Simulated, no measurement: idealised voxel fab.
This section sets out a process module, namely voxel self aligned contacts.
FYI the section here is cut, 230 nm wide, cells are 5 nm squares.
When this document writes out a cross-section, it uses a grid of square cells and lists it as bands, beginning at the top and moving down, with a band standing for one or more rows of cells.
Basically the band line says how high the top is and how high the bottom is, in nm, and then what's in it from left to right, every material with its width in nm. Empty space shows up as "empty", and if a single material carries "edge to edge" it runs the full band edge to edge.
Height is counted from the level 0, under which the received wafer is composed throughout of one material. The lowest of the bands is not closed at the bottom but continues downward, in the notation "from 0 down".
Quick explanation for "30 to 40": the width changes in equal steps down the rows of cells, from the first number in the band's top row to the second number in its bottom row.
For the purposes of this document, the phrase "everything unchanged" attached to a step denotes that no cell within the cross-section was modified by that step.
Each empty space that has no open way to the top and spans at least 8 cells appears under "Enclosed internal voids" as width x height at distance, the distance counted from the left edge, all in nm.
Formally, on a step line, whatever follows the settings is a remark that the simulator itself makes on the step.
A step's line can hold "overlay nm"; with a mask on that step, the setting says how far right of the planned place the mask lay, while a negative setting says it lay to the left.
## The process steps that were planned are listed below
1) RECEIVE (material Si)
2) OXIDIZE (depth nm 5)
3) DIRECTIONAL_DEP (material polySi; thk nm 25)
4) DIRECTIONAL_DEP (material SiN; thk nm 20)
5) PATTERN (tone cover; mask id GATE; material resist; width nm 25; pitch nm 70; thk nm 15; overlay nm 0)
6) DIRECTIONAL_ETCH (etch materials SiN; depth nm 20)
7) DIRECTIONAL_ETCH (etch materials polySi; depth nm 25)
8) STRIP (etch materials resist)
9) CONFORMAL_DEP (material SiN; thk nm 5)
10) DIRECTIONAL_ETCH (etch materials SiN; depth nm 5)
11) FILL_DEP (material SiO2; thk nm 15)
12) CMP (height nm 50)
13) MASKED_ETCH (tone open; mask id CONTACT; width nm 55; etch materials SiO2; depth nm 55; overlay nm 0)
14) CONFORMAL_DEP (material TiN; thk nm 5)
15) FILL_DEP (material Ru; thk nm 10)
16) CMP (height nm 50)
17) CONFORMAL_DEP (material SiCN; thk nm 5)
All wafers enter the flow in the same state. The width nm at step 5 differs from wafer to wafer, and the plan gives the value for the first wafer.
## First of several wafers, received after step 1, in cross-section
> from 0 down: Si edge to edge
> Enclosed internal voids: none
## What follows is a table in which each wafer occupies a row; for the wafer as it stands at the close of the module, the row states, material by material, how many cells have been gained (+) or lost (-) since receipt, and then gives its closed voids
width nm 25; +50 Ru; -46 Si; +46 SiCN; +76 SiN; +299 SiO2; +31 TiN; +50 polySi; Enclosed internal voids: none
width nm 30; +40 Ru; -46 Si; +46 SiCN; +84 SiN; +291 SiO2; +31 TiN; +60 polySi; Enclosed internal voids: none
width nm 35; +30 Ru; -46 Si; +46 SiCN; +92 SiN; +283 SiO2; +31 TiN; +70 polySi; Enclosed internal voids: none
width nm 40; +20 Ru; -46 Si; +46 SiCN; +100 SiN; +275 SiO2; +31 TiN; +80 polySi; Enclosed internal voids: none
width nm 45; +10 Ru; -46 Si; +46 SiCN; +108 SiN; +267 SiO2; +31 TiN; +90 polySi; Enclosed internal voids: none
width nm 50; -46 Si; +46 SiCN; +116 SiN; +259 SiO2; +31 TiN; +100 polySi; Enclosed internal voids: none
